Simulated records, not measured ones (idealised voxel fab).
Herein follows the process module entitled voxel lift off.
The cross-section shown here is cut; it is 220 nm wide and divided into square cells measuring 5 nm on a side.
This document writes a cross-section as a grid whose cells are square, and gives it as bands, listed from the top down; one or more rows of cells form a band. Top, bottom (nm), then materials left to right with widths (nm); lone material tagged "everywhere" fills the whole band edge to edge; "air" = empty space. Convention: height 0 is the level below which the wafer, as received, is all one material. The lowest band does not terminate at the bottom but continues downward, represented as "0 nm and below". A two-number width, for instance "30 to 40", indicates that the width is equal to the first number in the top row of the band and to the second number in the bottom row, and that it changes by a constant amount per row of cells. Where the words "nothing was modified" appear for a step, the cross-section shows no cell changed by that step; every cell remained as before. "Closed void list" lists enclosed empty spaces (at least 8 cells, no open path upward to the top), each as width x height at distance from the left edge, in nm. Post-settings text on a step line: simulator's own remark regarding the step. overlay nm: right-of-plan distance of the mask on a masked step; negative values mean left-of-plan.

## Here's what the planned process steps look like
1,RECEIVE, material Si
2,CONFORMAL_DEP, material SiN, thk nm 5
3,PATTERN, tone open, mask id LINES, material resist, width nm 25, pitch nm 50, thk nm 20, overlay nm -5
4,DIRECTIONAL_DEP, material Ru, thk nm 10
5,STRIP, etch materials resist
6,CONFORMAL_DEP, material SiCN, thk nm 10
Split variable: overlay nm, step 3. Plan value = first wafer. Wafers start alike.

## Cross-section of the first of several wafers on receipt, reflecting completion of step 1
> 0 nm and below | Si everywhere
> Closed void list: none

## First of several wafers, sectioned at end of module (last step: step 6)
> 25 nm to 15 nm | 5 nm air / 45 nm SiCN / 5 nm air / 45 nm SiCN / 5 nm air / 45 nm SiCN / 5 nm air / 45 nm SiCN / 20 nm air
> 15 nm to 5 nm | 15 nm SiCN / 25 nm Ru / 25 nm SiCN / 25 nm Ru / 25 nm SiCN / 25 nm Ru / 25 nm SiCN / 25 nm Ru / 30 nm SiCN
> 5 nm to 0 nm | SiN everywhere
> 0 nm and below | Si everywhere
> Closed void list: none

## At the end of the module, the last of several wafers in cross-section
> 25 nm to 15 nm | 20 nm air / 45 nm SiCN / 5 nm air / 45 nm SiCN / 5 nm air / 45 nm SiCN / 5 nm air / 45 nm SiCN / 5 nm air
> 15 nm to 5 nm | 30 nm SiCN / 25 nm Ru / 25 nm SiCN / 25 nm Ru / 25 nm SiCN / 25 nm Ru / 25 nm SiCN / 25 nm Ru / 15 nm SiCN
> 5 nm to 0 nm | SiN everywhere
> 0 nm and below | Si everywhere
> Closed void list: none

## Below: a row per wafer. Contents at end of module: for every material, cells gained since receipt (+) or lost since receipt (-); then closed voids
overlay nm -5 | +40 Ru | +120 SiCN | +44 SiN | Closed void list: none
overlay nm 0 | +40 Ru | +120 SiCN | +44 SiN | Closed void list: none
overlay nm 5 | +40 Ru | +120 SiCN | +44 SiN | Closed void list: none
overlay nm 10 | +40 Ru | +120 SiCN | +44 SiN | Closed void list: none
